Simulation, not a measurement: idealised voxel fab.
Process module, titled voxel air gaps
In the cross-section labelled cut, the width is 300 nm and each square cell is 5 nm.
Throughout this document, each cross-section is represented as a grid of square cells and is presented as a sequence of bands enumerated from the top downward, where a band comprises one or more rows of cells.
For a band, the entry starts with two heights in nm, that of the top and then that of the bottom, and carries on with the band's materials in order from left to right, each alongside its width in nm; the word "everywhere" beside a single material means it fills the band edge to edge, and "blank" means empty space.
Height 0 is the level under which the wafer as received is all one material. The lowest band goes on downwards, as in "top 0, no bottom".
A width given as "30 to 40" starts at the first number in the band's top row and ends at the second number in its bottom row, shifting by an equal amount at every step from row to row.
Key: "nothing got changed" - step with no changed cell in the cross-section.
Empty spaces counting at least 8 cells and having no open way to the top are listed in "Trapped voids". The notation width x height at distance is used for each, the distance being from the left edge and all three values in nm.
after a step's settings: what the simulator itself notes on the step
When a step includes a mask, the "overlay nm" setting on its line states how far to the right of its planned place that mask lay, and negative values state how far to the left.
[Planned process steps]
1) RECEIVE (material Si)
2) CONFORMAL_DEP (material SiO2; thk nm 10)
3) CONFORMAL_DEP (material SiN; thk nm 5)
4) DIRECTIONAL_DEP (material SiO2; thk nm 35)
5) MASKED_ETCH (tone open; mask id LINES; width nm 15; pitch nm 40; etch materials SiO2; depth nm 35; overlay nm 0)
6) CONFORMAL_DEP (material TiN; thk nm 5)
7) FILL_DEP (material W; thk nm 10)
8) CMP (height nm 50)
9) EPI (material Ru; thk nm 10)
10) SELECTIVE_ETCH (etch materials SiO2; depth nm 45)
11) CONFORMAL_DEP (material SiCN; thk nm 5)
[Cross-sectional view of the wafer in its as-received condition, corresponding to the state after step 1]
top 0, no bottom  Si everywhere
Trapped voids: none
[Cross-section taken at module completion on the first of two wafers; processed per the plan]
top 65, bottom 60  65 nm blank; 165 nm SiCN; 70 nm blank
top 60, bottom 50  65 nm blank; 5 nm SiCN; 35 nm Ru; 5 nm SiCN; 35 nm Ru; 5 nm SiCN; 35 nm Ru; 5 nm SiCN; 35 nm Ru; 5 nm SiCN; 70 nm blank
top 50, bottom 45  65 nm blank; 15 nm SiCN; 5 nm TiN; 5 nm W; 5 nm TiN; 25 nm SiCN; 5 nm TiN; 5 nm W; 5 nm TiN; 25 nm SiCN; 5 nm TiN; 5 nm W; 5 nm TiN; 25 nm SiCN; 5 nm TiN; 5 nm W; 5 nm TiN; 15 nm SiCN; 70 nm blank
top 45, bottom 20  75 nm blank; 5 nm SiCN; 5 nm TiN; 5 nm W; 5 nm TiN; 5 nm SiCN; 15 nm blank; 5 nm SiCN; 5 nm TiN; 5 nm W; 5 nm TiN; 5 nm SiCN; 15 nm blank; 5 nm SiCN; 5 nm TiN; 5 nm W; 5 nm TiN; 5 nm SiCN; 15 nm blank; 5 nm SiCN; 5 nm TiN; 5 nm W; 5 nm TiN; 5 nm SiCN; 80 nm blank
top 20, bottom 15  80 nm SiCN; 15 nm TiN; 25 nm SiCN; 15 nm TiN; 25 nm SiCN; 15 nm TiN; 25 nm SiCN; 15 nm TiN; 85 nm SiCN
top 15, bottom 10  SiN everywhere
top 10, bottom 0  SiO2 everywhere
top 0, no bottom  Si everywhere
Trapped voids: 15 x 25 at 100; 15 x 25 at 140; 15 x 25 at 180
[Cross-sectional image of the second wafer of the two following completion of the module. Starting state and process plan were the same as for the first wafer; one execution error occurred]
top 75, bottom 70  55 nm blank; 185 nm SiCN; 60 nm blank
top 70, bottom 50  55 nm blank; 5 nm SiCN; 175 nm Ru; 5 nm SiCN; 60 nm blank
top 50, bottom 45  55 nm blank; 25 nm SiCN; 5 nm TiN; 5 nm W; 5 nm TiN; 25 nm SiO2; 5 nm TiN; 5 nm W; 5 nm TiN; 25 nm SiO2; 5 nm TiN; 5 nm W; 5 nm TiN; 25 nm SiO2; 5 nm TiN; 5 nm W; 5 nm TiN; 25 nm SiCN; 60 nm blank
top 45, bottom 20  75 nm blank; 5 nm SiCN; 5 nm TiN; 5 nm W; 5 nm TiN; 25 nm SiO2; 5 nm TiN; 5 nm W; 5 nm TiN; 25 nm SiO2; 5 nm TiN; 5 nm W; 5 nm TiN; 25 nm SiO2; 5 nm TiN; 5 nm W; 5 nm TiN; 5 nm SiCN; 80 nm blank
top 20, bottom 15  80 nm SiCN; 15 nm TiN; 25 nm SiO2; 15 nm TiN; 25 nm SiO2; 15 nm TiN; 25 nm SiO2; 15 nm TiN; 85 nm SiCN
top 15, bottom 10  SiN everywhere
top 10, bottom 0  SiO2 everywhere
top 0, no bottom  Si everywhere
Trapped voids: none
So what did we get wrong on this run? heads up, step 9 of the plan got done twice
Wafer comparison, final, in cells, second relative to first, materials more or fewer: Ru +84 | SiCN -54 | SiO2 +105
At the end, the first wafer has 3 closed voids and the second wafer has 0.
